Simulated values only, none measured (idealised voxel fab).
Process module heading - voxel released beams
Cross-sectional view cut (width: 215 nm; square cell size: 5 nm).
We lay out every cross-section as a grid of square cells and spell it out in bands from the top down, where one band means one or more rows of cells. Top, bottom (nm), then materials left to right with widths (nm); lone material tagged "throughout" fills the whole band edge to edge; "blank" = empty space. Heights are expressed relative to 0, this being the level below which the as-received wafer comprises one material exclusively. The lowest band is unbounded in the downward direction and is denoted as in "from 0 down". The width entry "30 to 40" should be interpreted row by row: the top row of cells in the band takes the first number, the bottom row takes the second number, and the change between adjacent rows is uniform throughout. Key: "no modification" - step with no changed cell in the cross-section. This entry, "Internal closed voids", enumerates those empty regions of no fewer than 8 cells that possess no open connection to the top. Each region is reported in the form width x height at distance, the distance being taken from the left edge, with all three quantities expressed in nm. Step line, after settings: the simulator's comment on this step. The optional step-line setting "overlay nm" applies to steps with a mask and quantifies how far to the right of its planned location the mask lay, a negative value indicating leftward placement.

Here's what the planned process steps look like:
1 RECEIVE (material Si)
2 CONFORMAL_DEP (material SiN; thk nm 10)
3 DIRECTIONAL_DEP (material SiO2; thk nm 15)
4 PATTERN (tone open; mask id ANCHOR; material resist; width nm 45; thk nm 15; overlay nm 0)
5 DIRECTIONAL_ETCH (etch materials SiO2; depth nm 15)
6 STRIP (etch materials resist)
7 CONFORMAL_DEP (material W; thk nm 15)
8 MASKED_ETCH (tone cover; mask id BEAM; width nm 90; etch materials W; depth nm 15; overlay nm -15)
9 STRIP (etch materials SiO2)
Variable across wafers: step 8 overlay nm (plan value is that of the first wafer; starting state common to all).

So this is the first of several wafers, cross-sectioned as it came to us, meaning it's at the end of step 1:
  from 0 down = Si throughout
  Internal closed voids: none

First of several wafers, sectioned at end of module (last step: step 9):
  from 40 to 25 = blank 45 nm; W 35 nm; blank 15 nm; W 40 nm; blank 80 nm
  from 25 to 10 = blank 65 nm; W 45 nm; blank 105 nm
  from 10 to 0 = SiN throughout
  from 0 down = Si throughout
  Internal closed voids: none

Cross-section of the final wafer among several, taken at the end of the module:
  from 40 to 25 = blank 75 nm; W 5 nm; blank 15 nm; W 70 nm; blank 50 nm
  from 25 to 10 = blank 65 nm; W 45 nm; blank 105 nm
  from 10 to 0 = SiN throughout
  from 0 down = Si throughout
  Internal closed voids: none

Table: wafers, a row each; end-of-module cell change per material since receipt, gain (+), loss (-); then closed voids:
overlay nm -15; +86 SiN; +72 W; Internal closed voids: none
overlay nm -10; +86 SiN; +72 W; Internal closed voids: none
overlay nm -5; +86 SiN; +72 W; Internal closed voids: none
overlay nm 0; +86 SiN; +72 W; Internal closed voids: none
overlay nm 5; +86 SiN; +72 W; Internal closed voids: none
overlay nm 10; +86 SiN; +72 W; Internal closed voids: none
overlay nm 15; +86 SiN; +72 W; Internal closed voids: none
